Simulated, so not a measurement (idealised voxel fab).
process module | voxel capacitor over wiring
cross-section cut | 275 nm wide | cells 5 nm
A cross-section is a grid of square cells, given in bands from the top down. A band is one or more rows of cells.
Each band's line starts with the height of the band's top and of its bottom, in nm. Then come its materials from left to right, each with its width in nm. One material with "throughout" fills the band from edge to edge. "air" is empty space.
Height 0 is the level under which the wafer as received is all one material. The lowest band goes on downwards, as in "0 down".
A width such as "30 to 40" changes by the same amount from each row of cells to the next, from the band's top row to its bottom row.
"no change" after a step means that no cell of the cross-section changed.
closed voids: empty space of 8 cells or more with no open way to the top, each as width x height at its distance from the left edge, in nm
after a step's settings: what the simulator itself notes on the step
overlay nm, on a step with a mask: how far to the right of its planned place the mask lay; to the left if negative
plan
1 op RECEIVE | material Si
2 op CONFORMAL_DEP | material SiO2 | thk nm 10
3 op DIRECTIONAL_DEP | material TiN | thk nm 5
4 op DIRECTIONAL_DEP | material W | thk nm 20
5 op PATTERN | tone cover | mask id METAL_1 | material resist | width nm 30 | pitch nm 95 | thk nm 15 | overlay nm 0
6 op DIRECTIONAL_ETCH | etch materials W | depth nm 20
7 op DIRECTIONAL_ETCH | etch materials TiN | depth nm 5
8 op STRIP | etch materials resist
9 op FILL_DEP | material lowk | thk nm 10
10 op CMP | height nm 35
11 op CONFORMAL_DEP | material SiCN | thk nm 5
12 op DIRECTIONAL_DEP | material lowk | thk nm 10
13 op DIRECTIONAL_DEP | material aC | thk nm 15
14 op PATTERN | tone open | mask id PLUG_1 | material resist | width nm 15 | thk nm 35 | overlay nm 0
15 op DIRECTIONAL_ETCH | etch materials aC | depth nm 15
16 op STRIP | etch materials resist
17 op DIRECTIONAL_ETCH | etch materials lowk | depth nm 10
18 op DIRECTIONAL_ETCH | etch materials SiCN | depth nm 5
19 op STRIP | etch materials aC
20 op EPI | material Ru | thk nm 10
21 op EPI | material Ru | thk nm 5
22 op DIRECTIONAL_DEP | material TiN | thk nm 10
23 op DIRECTIONAL_DEP | material SiN | thk nm 5
24 op DIRECTIONAL_DEP | material TiN | thk nm 5
25 op MASKED_ETCH | tone cover | mask id UPPER_PLATE | width nm 70 | etch materials TiN | depth nm 5 | overlay nm 0
26 op MASKED_ETCH | tone cover | mask id UPPER_PLATE | width nm 70 | etch materials SiN | depth nm 5 | overlay nm 0
27 op MASKED_ETCH | tone cover | mask id LOWER_PLATE | width nm 80 | etch materials TiN | depth nm 10 | overlay nm 0
28 op FILL_DEP | material SiO2 | thk nm 15
29 op CMP | height nm 80
30 op DIRECTIONAL_DEP | material aC | thk nm 10
31 op PATTERN | tone open | mask id PLUG_2 | material resist | width nm 15 | thk nm 25 | overlay nm 0
32 op DIRECTIONAL_ETCH | etch materials aC | depth nm 10
33 op STRIP | etch materials resist
34 op DIRECTIONAL_ETCH | etch materials SiO2 | depth nm 10
35 op STRIP | etch materials aC
36 op CONFORMAL_DEP | material TiN | thk nm 5
37 op FILL_DEP | material Cu | thk nm 10
38 op CMP | height nm 80
39 op CONFORMAL_DEP | material SiCN | thk nm 5
as received, after step 1
  0 down: Si throughout
  closed voids: none
a wafer at the end: this start, this plan, one mistake
  95 to 90: SiCN throughout
  90 to 85: Cu throughout
  85 to 80: TiN 105 | Cu 5 | TiN 165
  80 to 75: SiO2 100 | TiN 5 | Cu 5 | TiN 5 | SiO2 160
  75 to 65: SiO2 100 to 90 | TiN 15 to 70 | SiO2 160 to 115
  65 to 60: SiO2 90 | SiN 70 | SiO2 115
  60 to 50: SiO2 85 | TiN 80 | SiO2 110
  50 to 40: lowk 90 | Ru 15 | lowk 170
  40 to 35: SiCN 90 | Ru 15 | SiCN 170
  35 to 15: lowk 75 | W 30 | lowk 65 | W 30 | lowk 75
  15 to 10: lowk 75 | TiN 30 | lowk 65 | TiN 30 | lowk 75
  10 to 0: SiO2 throughout
  0 down: Si throughout
  closed voids: none
what went wrong: step 38 ran as: op CMP | height nm 90
